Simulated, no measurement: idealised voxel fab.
Name of the process module below: voxel gate over fins
Square cells of 5 nm make up the cross-section cut, whose width is 240 nm.
Notation: cross-section as square-cell grid; stated in bands, top first, going down; one or more cell rows per band.
What a band's entry tells you: where the top is and where the bottom is, as heights in nm, and after that what lies inside, material by material from left to right, each with its width in nm. Empty space is written as the word "blank", and a single material marked with the word "edge to edge" occupies the band from edge to edge.
Heights are expressed relative to 0, this being the level below which the as-received wafer comprises one material exclusively. The lowest band is unbounded in the downward direction and is denoted as in "from 0 down".
A width such as "30->40" changes by the same amount from each row of cells to the next, from the band's top row to its bottom row.
"no modifications" after a step means that no cell of the cross-section changed.
Entry "Tabulated closed voids" = empty spaces >= 8 cells with no open way to the top; each as width x height at distance, distance from left edge, all nm.
On a step's line, text after the settings is the simulator commenting on that step.
The line of a step may include "overlay nm". On a step with a mask, this value is how far to the right of its planned place the mask lay. A negative value means the mask lay to the left.

The planned process steps are enumerated hereunder
1) op RECEIVE | material Si
2) op CONFORMAL_DEP | material SiN | thk nm 10
3) op MASKED_ETCH | tone cover | mask id FINS | width nm 15 | pitch nm 60 | etch materials SiN | depth nm 10 | overlay nm 0
4) op MASKED_ETCH | tone cover | mask id FINS | width nm 15 | pitch nm 60 | etch materials Si | depth nm 40 | overlay nm 0
5) op FILL_DEP | material SiO2 | thk nm 15
6) op CMP | height nm 10
7) op PATTERN | tone open | mask id RAIL | material resist | width nm 15 | thk nm 15 | overlay nm 0
8) op DIRECTIONAL_ETCH | etch materials SiO2 | depth nm 45
9) op STRIP | etch materials resist
10) op CONFORMAL_DEP | material TiN | thk nm 5
11) op FILL_DEP | material W | thk nm 5
12) op CMP | height nm 10
13) op SELECTIVE_ETCH | etch materials W Ru TiN | depth nm 30
14) op FILL_DEP | material SiO2 | thk nm 5
15) op CMP | height nm 10
16) op SELECTIVE_ETCH | etch materials SiO2 | depth nm 25
17) op STRIP | etch materials SiN
18) op CONFORMAL_DEP | material HfO2 | thk nm 5
19) op CONFORMAL_DEP | material TiN | thk nm 5
20) op FILL_DEP | material W | thk nm 10
21) op CMP | height nm 15
22) op CONFORMAL_DEP | material SiN | thk nm 10
Among the wafers covered here, the point of difference is the width nm at step 3; their starting state is shared, and the plan presents the value of the first wafer.

Cross-section, first of several wafers, as delivered after step 1
  from 0 down = Si edge to edge
  Tabulated closed voids: none

The following table contains a row per wafer, in which are reported, at the conclusion of the module, the cells of each material gained (+) or lost (-) since the wafer's receipt, with its closed voids given thereafter
width nm 15 | +60 HfO2 | -336 Si | +96 SiN | +201 SiO2 | +67 TiN | +152 W | Tabulated closed voids: none
width nm 20 | +60 HfO2 | -320 Si | +96 SiN | +191 SiO2 | +67 TiN | +146 W | Tabulated closed voids: none
width nm 25 | +60 HfO2 | -304 Si | +96 SiN | +181 SiO2 | +67 TiN | +140 W | Tabulated closed voids: none
width nm 30 | +60 HfO2 | -288 Si | +96 SiN | +171 SiO2 | +67 TiN | +134 W | Tabulated closed voids: none
